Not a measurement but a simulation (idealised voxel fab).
Process module in this document: voxel self aligned contacts
160 nm wide, 5 nm square cells: that's cross-section cut.
Format of a cross-section: grid, square cells. Given as bands. Order: top down. Band: one or more rows of cells. This entry defines a band. It first specifies the height of the band's top and the height of its bottom in nm, and then specifies the band's materials from left to right, stating each material with its width in nm. The word "throughout" identifies a single material that fills the band from edge to edge, while the word "empty" identifies empty space. Heights from 0 (as-received wafer is one material below). Bottom band endless downward, as "from 0 down". A width given as "30..40" starts at the first number in the band's top row and ends at the second number in its bottom row, shifting by an equal amount at every step from row to row. "no modification" -> step changed no cross-section cell. Entry "Enclosed void inventory". Content: empty spaces with no open connection to the top, size 8 cells or greater. Each: width x height at distance. Distance: from left edge. Unit: nm. Note: text after step settings on the step line = simulator remark on that step. What "overlay nm" on a step's line means: if the step has a mask, that mask lay this far to the right of its planned place, or, when the value is negative, to the left.
PLANNED STEP LIST FOR THE PROCESS
step 1: RECEIVE (material Si)
step 2: CONFORMAL_DEP (material SiO2; thk nm 5)
step 3: DIRECTIONAL_DEP (material polySi; thk nm 30)
step 4: DIRECTIONAL_DEP (material SiN; thk nm 20)
step 5: MASKED_ETCH (tone cover; mask id GATE; width nm 30; pitch nm 60; etch materials SiN; depth nm 20; overlay nm 0)
step 6: MASKED_ETCH (tone cover; mask id GATE; width nm 30; pitch nm 60; etch materials polySi; depth nm 30; overlay nm 0)
step 7: CONFORMAL_DEP (material SiN; thk nm 5)
step 8: DIRECTIONAL_ETCH (etch materials SiN; depth nm 5)
step 9: FILL_DEP (material SiO2; thk nm 20)
step 10: CMP (height nm 65)
step 11: DIRECTIONAL_DEP (material aC; thk nm 10)
step 12: PATTERN (tone open; mask id CONTACT; material resist; width nm 40; thk nm 25; overlay nm 0)
step 13: DIRECTIONAL_ETCH (etch materials aC; depth nm 10)
step 14: STRIP (etch materials resist)
step 15: DIRECTIONAL_ETCH (etch materials SiO2; depth nm 65)
step 16: STRIP (etch materials aC)
step 17: CONFORMAL_DEP (material TiN; thk nm 5)
step 18: FILL_DEP (material Ru; thk nm 5)
step 19: CMP (height nm 65)
step 20: CONFORMAL_DEP (material SiCN; thk nm 5)
THE CROSS-SECTION HERE SHOWS THE WAFER AS RECEIVED, I.E. IN ITS STATE AFTER STEP 1
* from 0 down: Si throughout
* Enclosed void inventory: none
END STATE OF THE MODULE IN CROSS-SECTION, GIVEN THE ABOVE STARTING POINT AND PLAN AND ONE MISTAKE IN EXECUTION
* from 70 to 65: SiCN throughout
* from 65 to 60: SiO2: 60  TiN: 5  Ru: 30  TiN: 5  SiO2: 60
* from 60 to 55: SiO2: 60  TiN: 40  SiO2: 60
* from 55 to 35: SiN: 40  SiO2: 20  SiN: 40  SiO2: 20  SiN: 40
* from 35 to 5: polySi throughout
* from 5 to 0: SiO2 throughout
* from 0 down: Si throughout
* Enclosed void inventory: none
In executing the process, a mistake was made relative to the plan: contrary to plan, step 5 was performed as MASKED_ETCH (tone open; mask id GATE; width nm 30; pitch nm 60; etch materials SiN; depth nm 20; overlay nm 0)
